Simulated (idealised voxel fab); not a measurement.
Process module under the name voxel self aligned vias
cross-section cut | 285 nm wide | cells 5 nm
This document writes a cross-section as a grid whose cells are square, and gives it as bands, listed from the top down; one or more rows of cells form a band. Quick guide to a band line: top height, bottom height (nm) up front; then every material left to right with its width in nm. Only one material and it's marked "edge to edge"? Then it fills the band edge to edge. And "air" just means empty space. Ref level 0: as-received wafer is one material below here. Bottom band extends down with no lower bound ("from 0 down"). With a width like "30..40", each row of cells in the band differs from the next by the same amount, the top row carrying the first number and the bottom row the second. It should be understood that the words "no alteration", when stated for a given step, signify that the cross-section underwent no change in any of its cells during that step. Reported under the label "Sealed void inventory" are the empty spaces having no open way to the top and comprising 8 cells or more; the notation for each is width x height at distance, in which the distance is measured from the left edge and all three values are in nm. Anything after a step's settings on that line? It's the simulator's own note about the step. The line of a step may include "overlay nm". On a step with a mask, this value is how far to the right of its planned place the mask lay. A negative value means the mask lay to the left.
## The steps planned for the process are as follows
| 1 | RECEIVE: material Si |
| 2 | CONFORMAL_DEP: material SiO2, thk nm 15 |
| 3 | CONFORMAL_DEP: material SiCN, thk nm 5 |
| 4 | DIRECTIONAL_DEP: material SiO2, thk nm 25 |
| 5 | DIRECTIONAL_DEP: material aC, thk nm 10 |
| 6 | PATTERN: tone open, mask id LINES, material resist, width nm 25, pitch nm 65, thk nm 25, overlay nm 0 |
| 7 | DIRECTIONAL_ETCH: etch materials aC, depth nm 10 |
| 8 | STRIP: etch materials resist |
| 9 | DIRECTIONAL_ETCH: etch materials SiO2, depth nm 25 |
| 10 | STRIP: etch materials aC |
| 11 | CONFORMAL_DEP: material TiN, thk nm 5 |
| 12 | FILL_DEP: material Ru, thk nm 5 |
| 13 | CMP: height nm 45 |
| 14 | SELECTIVE_ETCH: etch materials W Ru TiN, depth nm 10 |
| 15 | FILL_DEP: material SiN, thk nm 10 |
| 16 | CMP: height nm 45 |
| 17 | DIRECTIONAL_DEP: material SiO2, thk nm 20 |
| 18 | PATTERN: tone open, mask id VIAS, material resist, width nm 45, pitch nm 130, thk nm 15, overlay nm 0 |
| 19 | DIRECTIONAL_ETCH: etch materials SiO2, depth nm 20 |
| 20 | DIRECTIONAL_ETCH: etch materials SiN, depth nm 10 |
| 21 | STRIP: etch materials resist |
| 22 | CONFORMAL_DEP: material TiN, thk nm 5 |
| 23 | FILL_DEP: material Cu, thk nm 10 |
| 24 | CMP: height nm 65 |
| 25 | CONFORMAL_DEP: material SiCN, thk nm 5 |
## Below: the first of two wafers, run as planned
## Cross-sectional view of the wafer in its as-received condition, corresponding to the state after step 1
> from 0 down  Si edge to edge
> Sealed void inventory: none
## Presented here is a cross-section of the wafer after step 2 has been performed
> from 15 to 0  SiO2 edge to edge
> Under the height 0 nothing was changed.
## Presented here is a cross-section of the wafer after step 3 has been performed
> from 20 to 15  SiCN edge to edge
> Under the height 15 nothing was changed.
## Presented here is a cross-section of the wafer after step 4 has been performed
> from 45 to 20  SiO2 edge to edge
> Under the height 20 nothing was changed.
## Presented here is a cross-section of the wafer after step 5 has been performed
> from 55 to 45  aC edge to edge
> Under the height 45 nothing was changed.
## Presented here is a cross-section of the wafer after step 6 has been performed
> from 80 to 55  65 resist, then 25 air, then 40 resist, then 25 air, then 40 resist, then 25 air, then 65 resist
> Under the height 55 nothing was changed.
## Presented here is a cross-section of the wafer after step 7 has been performed
> from 70 to 55  65 resist, then 25 air, then 40 resist, then 25 air, then 40 resist, then 25 air, then 65 resist
> from 55 to 45  65 aC, then 25 air, then 40 aC, then 25 air, then 40 aC, then 25 air, then 65 aC
> Under the height 45 nothing was changed.
## Presented here is a cross-section of the wafer after step 8 has been performed
> from 55 to 45  65 aC, then 25 air, then 40 aC, then 25 air, then 40 aC, then 25 air, then 65 aC
> Under the height 45 nothing was changed.
## Presented here is a cross-section of the wafer after step 9 has been performed
> from 55 to 45  65 aC, then 25 air, then 40 aC, then 25 air, then 40 aC, then 25 air, then 65 aC
> from 45 to 20  65 SiO2, then 25 air, then 40 SiO2, then 25 air, then 40 SiO2, then 25 air, then 65 SiO2
> Under the height 20 nothing was changed.
## Presented here is a cross-section of the wafer after step 10 has been performed
> from 45 to 20  65 SiO2, then 25 air, then 40 SiO2, then 25 air, then 40 SiO2, then 25 air, then 65 SiO2
> Under the height 20 nothing was changed.
## Presented here is a cross-section of the wafer after step 11 has been performed
> from 50 to 45  70 TiN, then 15 air, then 50 TiN, then 15 air, then 50 TiN, then 15 air, then 70 TiN
> from 45 to 25  65 SiO2, then 5 TiN, then 15 air, then 5 TiN, then 40 SiO2, then 5 TiN, then 15 air, then 5 TiN, then 40 SiO2, then 5 TiN, then 15 air, then 5 TiN, then 65 SiO2
> from 25 to 20  65 SiO2, then 25 TiN, then 40 SiO2, then 25 TiN, then 40 SiO2, then 25 TiN, then 65 SiO2
> Under the height 20 nothing was changed.
## Presented here is a cross-section of the wafer after step 12 has been performed
> from 55 to 50  Ru edge to edge
> from 50 to 45  70 TiN, then 15 Ru, then 50 TiN, then 15 Ru, then 50 TiN, then 15 Ru, then 70 TiN
> from 45 to 25  65 SiO2, then 5 TiN, then 15 Ru, then 5 TiN, then 40 SiO2, then 5 TiN, then 15 Ru, then 5 TiN, then 40 SiO2, then 5 TiN, then 15 Ru, then 5 TiN, then 65 SiO2
> Under the height 25 nothing was changed.
## Presented here is a cross-section of the wafer after step 13 has been performed
> from 45 to 25  65 SiO2, then 5 TiN, then 15 Ru, then 5 TiN, then 40 SiO2, then 5 TiN, then 15 Ru, then 5 TiN, then 40 SiO2, then 5 TiN, then 15 Ru, then 5 TiN, then 65 SiO2
> Under the height 25 nothing was changed.
## Presented here is a cross-section of the wafer after step 14 has been performed
> from 45 to 35  65 SiO2, then 25 air, then 40 SiO2, then 25 air, then 40 SiO2, then 25 air, then 65 SiO2
> Under the height 35 nothing was changed.
## Presented here is a cross-section of the wafer after step 15 has been performed
> from 55 to 45  SiN edge to edge
> from 45 to 35  65 SiO2, then 25 SiN, then 40 SiO2, then 25 SiN, then 40 SiO2, then 25 SiN, then 65 SiO2
> Under the height 35 nothing was changed.
## Presented here is a cross-section of the wafer after step 16 has been performed
> from 45 to 35  65 SiO2, then 25 SiN, then 40 SiO2, then 25 SiN, then 40 SiO2, then 25 SiN, then 65 SiO2
> Under the height 35 nothing was changed.
## Presented here is a cross-section of the wafer after step 17 has been performed
> from 65 to 45  SiO2 edge to edge
> Under the height 45 nothing was changed.
## Presented here is a cross-section of the wafer after step 18 has been performed
> from 80 to 65  55 resist, then 45 air, then 85 resist, then 45 air, then 55 resist
> Under the height 65 nothing was changed.
## Presented here is a cross-section of the wafer after step 19 has been performed
> from 80 to 65  55 resist, then 45 air, then 85 resist, then 45 air, then 55 resist
> from 65 to 45  55 SiO2, then 45 air, then 85 SiO2, then 45 air, then 55 SiO2
> Under the height 45 nothing was changed.
## Presented here is a cross-section of the wafer after step 20 has been performed
> from 80 to 65  55 resist, then 45 air, then 85 resist, then 45 air, then 55 resist
> from 65 to 45  55 SiO2, then 45 air, then 85 SiO2, then 45 air, then 55 SiO2
> from 45 to 35  65 SiO2, then 25 air, then 40 SiO2, then 25 SiN, then 40 SiO2, then 25 air, then 65 SiO2
> Under the height 35 nothing was changed.
## Presented here is a cross-section of the wafer after step 21 has been performed
> from 65 to 45  55 SiO2, then 45 air, then 85 SiO2, then 45 air, then 55 SiO2
> Under the height 45 nothing was changed.
## Presented here is a cross-section of the wafer after step 22 has been performed
> from 70 to 65  60 TiN, then 35 air, then 95 TiN, then 35 air, then 60 TiN
> from 65 to 50  55 SiO2, then 5 TiN, then 35 air, then 5 TiN, then 85 SiO2, then 5 TiN, then 35 air, then 5 TiN, then 55 SiO2
> from 50 to 45  55 SiO2, then 15 TiN, then 15 air, then 15 TiN, then 85 SiO2, then 15 TiN, then 15 air, then 15 TiN, then 55 SiO2
> from 45 to 40  65 SiO2, then 5 TiN, then 15 air, then 5 TiN, then 40 SiO2, then 25 SiN, then 40 SiO2, then 5 TiN, then 15 air, then 5 TiN, then 65 SiO2
> from 40 to 35  65 SiO2, then 25 TiN, then 40 SiO2, then 25 SiN, then 40 SiO2, then 25 TiN, then 65 SiO2
> Under the height 35 nothing was changed.
## Presented here is a cross-section of the wafer after step 23 has been performed
> from 80 to 70  Cu edge to edge
> from 70 to 65  60 TiN, then 35 Cu, then 95 TiN, then 35 Cu, then 60 TiN
> from 65 to 50  55 SiO2, then 5 TiN, then 35 Cu, then 5 TiN, then 85 SiO2, then 5 TiN, then 35 Cu, then 5 TiN, then 55 SiO2
> from 50 to 45  55 SiO2, then 15 TiN, then 15 Cu, then 15 TiN, then 85 SiO2, then 15 TiN, then 15 Cu, then 15 TiN, then 55 SiO2
> from 45 to 40  65 SiO2, then 5 TiN, then 15 Cu, then 5 TiN, then 40 SiO2, then 25 SiN, then 40 SiO2, then 5 TiN, then 15 Cu, then 5 TiN, then 65 SiO2
> Under the height 40 nothing was changed.
## Presented here is a cross-section of the wafer after step 24 has been performed
> from 65 to 50  55 SiO2, then 5 TiN, then 35 Cu, then 5 TiN, then 85 SiO2, then 5 TiN, then 35 Cu, then 5 TiN, then 55 SiO2
> Under the height 50 nothing was changed.
## Presented here is a cross-section of the wafer after step 25 has been performed
> from 70 to 65  SiCN edge to edge
> Under the height 65 nothing was changed.
## Wafer two. Same start, same plan, one slip in execution. Same as wafer one through step 23, inclusive
## Here is the second wafer in cross-section at the point where step 24 of the plan should have been done
> from 60 to 50  55 SiO2, then 5 TiN, then 35 Cu, then 5 TiN, then 85 SiO2, then 5 TiN, then 35 Cu, then 5 TiN, then 55 SiO2
> Under the height 50 nothing was changed.
## Here is the second wafer in cross-section at the point where step 25 of the plan should have been done
> from 65 to 60  SiCN edge to edge
> Under the height 60 nothing was changed.
What went wrong in running the wafer? step 24 was processed under conditions differing from the plan, specifically as CMP: height nm 60
Bottom line after processing is that, in cells, the second wafer is up or down on some materials versus the first: -14 Cu; -39 SiO2; -4 TiN
